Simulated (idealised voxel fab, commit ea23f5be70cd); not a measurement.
process module | voxel ribs on slabs
cross-section cut | 255 nm wide | cells 5 nm
A cross-section is a grid of square cells, given in bands from the top down. A band is one or more rows of cells.
Each band's line starts with the height of the band's top and of its bottom, in nm. Then come its materials from left to right, each with its width in nm. One material with "throughout" fills the band from edge to edge. "air" is empty space.
Height 0 is the level under which the wafer as received is all one material. The lowest band goes on downwards, as in "0 down".
A width such as "30 to 40" changes by the same amount from each row of cells to the next, from the band's top row to its bottom row.
"no change" after a step means that no cell of the cross-section changed.
closed voids: empty space of 8 cells or more with no open way to the top, each as width x height at its distance from the left edge, in nm
after a step's settings: what the simulator itself notes on the step
overlay nm, on a step with a mask: how far to the right of its planned place the mask lay; to the left if negative
plan
1 op RECEIVE | material Si
2 op DIRECTIONAL_DEP | material SiO2 | thk nm 30
3 op DIRECTIONAL_DEP | material polySi | thk nm 15
4 op MASKED_ETCH | tone cover | mask id RIB | width nm 20 | etch materials polySi | depth nm 10 | overlay nm 0
5 op DIRECTIONAL_DEP | material aC | thk nm 10
6 op PATTERN | tone cover | mask id SLAB | material resist | width nm 80 | thk nm 25 | overlay nm 0
7 op DIRECTIONAL_ETCH | etch materials aC | depth nm 10
8 op STRIP | etch materials resist
9 op DIRECTIONAL_ETCH | etch materials polySi | depth nm 5
10 op STRIP | etch materials aC
11 op FILL_DEP | material SiO2 | thk nm 20
12 op CMP | height nm 60
13 op DIRECTIONAL_DEP | material W | thk nm 10
14 op DIRECTIONAL_DEP | material aC | thk nm 15
15 op PATTERN | tone cover | mask id HEATER | material resist | width nm 30 | thk nm 30 | overlay nm 0
16 op DIRECTIONAL_ETCH | etch materials aC | depth nm 15
17 op STRIP | etch materials resist
18 op DIRECTIONAL_ETCH | etch materials W | depth nm 10
19 op STRIP | etch materials aC
20 op CONFORMAL_DEP | material SiO2 | thk nm 10
as received, after step 1
  0 down: Si throughout
  closed voids: none
first wafer at the end, as planned
  80 to 70: air 100 | SiO2 50 | air 105
  70 to 60: SiO2 110 | W 30 | SiO2 115
  60 to 45: SiO2 throughout
  45 to 35: SiO2 115 | polySi 20 | SiO2 120
  35 to 30: SiO2 85 | polySi 80 | SiO2 90
  30 to 0: SiO2 throughout
  0 down: Si throughout
  closed voids: none
second wafer at the end: like start, like plan, one mistake
  70 to 60: air 110 | W 30 | air 115
  60 to 45: SiO2 throughout
  45 to 35: SiO2 115 | polySi 20 | SiO2 120
  35 to 30: SiO2 85 | polySi 80 | SiO2 90
  30 to 0: SiO2 throughout
  0 down: Si throughout
  closed voids: none
what went wrong: step 20 was left out
at the end the second wafer has, in cells: 110 fewer of SiO2
